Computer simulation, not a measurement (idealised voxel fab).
Process module name: voxel wiring stack
The figure presents cross-section cut, which has a width of 280 nm and is divided into square cells with an edge length of 5 nm.
For the purposes of this document, a cross-section shall be understood as a grid of square cells, specified as bands listed in top-to-bottom order, each band consisting of one or more rows of cells.
Top height, bottom height, nm. Materials left to right, width each, nm. Single material + "throughout" = fills band edge to edge. "air" = empty.
Below 0: as-received wafer, all one material; heights counted from there. Lowest band: no bottom, goes on down, written "0 -> down".
Width: "30->40" (first number = top row, second number = bottom row, same change from row to row of cells).
Where a step carries "all unchanged", the cross-section came out of it unchanged, cell for cell.
You'll see "Closed void roster" listing empty spaces that have no way open to the top, as long as they're 8 cells or more; the notation is width x height at distance, where the distance is from the left edge, and all of it is in nm.
Whatever follows a step's settings on its line is a remark the simulator itself makes about that step.
overlay nm: how far to the right of its planned place the mask lay on this masked step (negative: to the left).

# The steps planned for the process are as follows
1: RECEIVE | material Si
2: CONFORMAL_DEP | material SiO2 | thk nm 10
3: CONFORMAL_DEP | material SiN | thk nm 5
4: DIRECTIONAL_DEP | material lowk | thk nm 20
5: MASKED_ETCH | tone open | mask id METAL_1 | width nm 20 | pitch nm 50 | etch materials lowk | depth nm 20 | overlay nm 0
6: MASKED_ETCH | tone open | mask id METAL_1 | width nm 20 | pitch nm 50 | etch materials SiN | depth nm 5 | overlay nm 0
7: CONFORMAL_DEP | material TiN | thk nm 5
8: FILL_DEP | material W | thk nm 10
9: CMP | height nm 35
10: CONFORMAL_DEP | material SiCN | thk nm 5
11: DIRECTIONAL_DEP | material SiO2 | thk nm 10
12: DIRECTIONAL_DEP | material aC | thk nm 15
13: PATTERN | tone open | mask id PLUG_1 | material resist | width nm 15 | pitch nm 50 | thk nm 35 | overlay nm 0
14: DIRECTIONAL_ETCH | etch materials aC | depth nm 15
15: STRIP | etch materials resist
16: DIRECTIONAL_ETCH | etch materials SiO2 | depth nm 10
17: DIRECTIONAL_ETCH | etch materials SiCN | depth nm 5
18: STRIP | etch materials aC
19: EPI | material Ru | thk nm 10
20: EPI | material Ru | thk nm 5
21: DIRECTIONAL_DEP | material TiN | thk nm 5
22: DIRECTIONAL_DEP | material Ru | thk nm 25
23: DIRECTIONAL_DEP | material aC | thk nm 10
24: PATTERN | tone cover | mask id METAL_2 | material resist | width nm 20 | pitch nm 50 | thk nm 25 | overlay nm 0
25: DIRECTIONAL_ETCH | etch materials aC | depth nm 10
26: STRIP | etch materials resist
27: DIRECTIONAL_ETCH | etch materials Ru | depth nm 25
28: DIRECTIONAL_ETCH | etch materials TiN | depth nm 5
29: STRIP | etch materials aC
30: FILL_DEP | material lowk | thk nm 10
31: CMP | height nm 80
32: CONFORMAL_DEP | material SiN | thk nm 5

# Wafer cross-section on receipt, i.e. after step 1
- 0 -> down: Si throughout
- Closed void roster: none

# End-of-module cross-section of the first of two wafers, processed as planned
- 85 -> 80: SiN throughout
- 80 -> 55: lowk (55); Ru (20); lowk (30); Ru (20); lowk (30); Ru (20); lowk (30); Ru (20); lowk (55)
- 55 -> 50: lowk (55); TiN (20); lowk (30); TiN (20); lowk (30); TiN (20); lowk (30); TiN (20); lowk (55)
- 50 -> 40: SiO2 (55); Ru (15); SiO2 (35); Ru (15); SiO2 (35); Ru (15); SiO2 (35); Ru (15); SiO2 (60)
- 40 -> 35: SiCN (55); Ru (15); SiCN (35); Ru (15); SiCN (35); Ru (15); SiCN (35); Ru (15); SiCN (60)
- 35 -> 15: lowk (55); TiN (5); W (10); TiN (5); lowk (30); TiN (5); W (10); TiN (5); lowk (30); TiN (5); W (10); TiN (5); lowk (30); TiN (5); W (10); TiN (5); lowk (55)
- 15 -> 10: SiN (55); TiN (20); SiN (30); TiN (20); SiN (30); TiN (20); SiN (30); TiN (20); SiN (55)
- 10 -> 0: SiO2 throughout
- 0 -> down: Si throughout
- Closed void roster: none

# The second wafer, shown in cross-section after the module: started the same way as the first and given the same plan, yet one mistake crept into how it was run
- 85 -> 80: SiN throughout
- 80 -> 55: Ru (55); lowk (20); Ru (30); lowk (20); Ru (30); lowk (20); Ru (30); lowk (20); Ru (55)
- 55 -> 50: TiN (55); lowk (20); TiN (30); lowk (20); TiN (30); lowk (20); TiN (30); lowk (20); TiN (55)
- 50 -> 40: SiO2 (55); Ru (15); SiO2 (35); Ru (15); SiO2 (35); Ru (15); SiO2 (35); Ru (15); SiO2 (60)
- 40 -> 35: SiCN (55); Ru (15); SiCN (35); Ru (15); SiCN (35); Ru (15); SiCN (35); Ru (15); SiCN (60)
- 35 -> 15: lowk (55); TiN (5); W (10); TiN (5); lowk (30); TiN (5); W (10); TiN (5); lowk (30); TiN (5); W (10); TiN (5); lowk (30); TiN (5); W (10); TiN (5); lowk (55)
- 15 -> 10: SiN (55); TiN (20); SiN (30); TiN (20); SiN (30); TiN (20); SiN (30); TiN (20); SiN (55)
- 10 -> 0: SiO2 throughout
- 0 -> down: Si throughout
- Closed void roster: none
Short version of what went wrong: in deviation from the planned setting, step 24 was conducted as PATTERN | tone open | mask id METAL_2 | material resist | width nm 20 | pitch nm 50 | thk nm 25 | overlay nm 0
At the finish, the second wafer shows more or fewer cells for some materials than the first does: Ru +120, TiN +24, lowk -144
